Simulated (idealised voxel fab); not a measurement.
Process module name: voxel ribs on slabs
Xsec cut, 165 nm wide, square cell size 5 nm.
Cross-section, as written here: a square-cell grid given band by band from the top down, where a band holds one or more rows of cells. A band entry consists of two parts. The first gives the height of the band's top and the height of its bottom, in nm. The rest lists the band's materials from left to right, each with its width in nm. A single material labelled with the word "everywhere" fills the band from edge to edge, and the word "air" marks empty space. Convention: height 0 is the level below which the wafer, as received, is all one material. The lowest band does not terminate at the bottom but continues downward, represented as "0 down". So if you see something like "30->40" for the width, read it as the top row of the band sitting at the first number and the bottom row at the second, with every row in between moving by the same amount as the last. It should be understood that the words "same as before", when stated for a given step, signify that the cross-section underwent no change in any of its cells during that step. "Trapped cavities" means: voids of 8 cells or more that are shut off from the top with no open way through. Written width x height at distance, distance from the left edge, in nm. On a step's line, text after the settings is the simulator commenting on that step. On any step carrying a mask, the "overlay nm" setting, if present on the step's line, tells how far right of its planned place the mask lay; negative values point to the left.

# Set out below are the planned steps of the process
1. RECEIVE: material Si
2. DIRECTIONAL_DEP: material SiO2, thk nm 20
3. DIRECTIONAL_DEP: material SiN, thk nm 15
4. PATTERN: tone cover, mask id RIB, material resist, width nm 30, thk nm 15, overlay nm 0
5. DIRECTIONAL_ETCH: etch materials SiN, depth nm 5
6. STRIP: etch materials resist
7. PATTERN: tone cover, mask id SLAB, material resist, width nm 70, thk nm 20, overlay nm 0
8. DIRECTIONAL_ETCH: etch materials SiN, depth nm 15
9. STRIP: etch materials resist
10. FILL_DEP: material SiO2, thk nm 25
11. CMP: height nm 60
12. DIRECTIONAL_DEP: material W, thk nm 5
13. PATTERN: tone cover, mask id HEATER, material resist, width nm 40, thk nm 15, overlay nm 0
14. DIRECTIONAL_ETCH: etch materials W, depth nm 5
15. STRIP: etch materials resist
16. CONFORMAL_DEP: material SiN, thk nm 5
Split variable: thk nm, step 3. Plan value = first wafer. Wafers start alike.

# Incoming state of the first of several wafers in cross-section: after step 1
* 0 down = Si everywhere
* Trapped cavities: none

# Quick key for the table: a row per wafer, taken at the end of the module. For each material it tells you how many cells the wafer gained (+) or lost (-) since it came in, and the closed voids come after
thk nm 15 | +69 SiN | +362 SiO2 | +8 W | Trapped cavities: none
thk nm 20 | +83 SiN | +348 SiO2 | +8 W | Trapped cavities: none
thk nm 25 | +116 SiN | +315 SiO2 | +8 W | Trapped cavities: none
thk nm 30 | +149 SiN | +282 SiO2 | +8 W | Trapped cavities: none
thk nm 35 | +182 SiN | +249 SiO2 | +8 W | Trapped cavities: none
